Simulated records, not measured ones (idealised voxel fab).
process module | voxel local oxidation
cross-section cut | 150 nm wide | cells 5 nm
A cross-section is a grid of square cells, given in bands from the top down. A band is one or more rows of cells.
Each band's line starts with the height of the band's top and of its bottom, in nm. Then come its materials from left to right, each with its width in nm. One material with "throughout" fills the band from edge to edge. "air" is empty space.
Height 0 is the level under which the wafer as received is all one material. The lowest band goes on downwards, as in "0 down".
A width such as "30 to 40" changes by the same amount from each row of cells to the next, from the band's top row to its bottom row.
"no change" after a step means that no cell of the cross-section changed.
closed voids: empty space of 8 cells or more with no open way to the top, each as width x height at its distance from the left edge, in nm
after a step's settings: what the simulator itself notes on the step
overlay nm, on a step with a mask: how far to the right of its planned place the mask lay; to the left if negative
plan
1 op RECEIVE | material Si
2 op CONFORMAL_DEP | material SiO2 | thk nm 5
3 op CONFORMAL_DEP | material SiN | thk nm 10
4 op MASKED_ETCH | tone cover | mask id ACTIVE | width nm 90 | etch materials SiN | depth nm 10 | overlay nm 0
5 op SELECTIVE_ETCH | etch materials SiO2 | depth nm 5
6 op OXIDIZE | depth nm 15
7 op STRIP | etch materials SiN
as received, after step 1
  0 down: Si throughout
  closed voids: none
a wafer at the end: this start, this plan, one mistake
  5 to 0: air 40 | SiO2 75 | air 35
  0 to -15: SiO2 55 | Si 45 | SiO2 50
  -15 down: Si throughout
  closed voids: none
what went wrong: step 4 ran as: op MASKED_ETCH | tone cover | mask id ACTIVE | width nm 85 | etch materials SiN | depth nm 10 | overlay nm 0
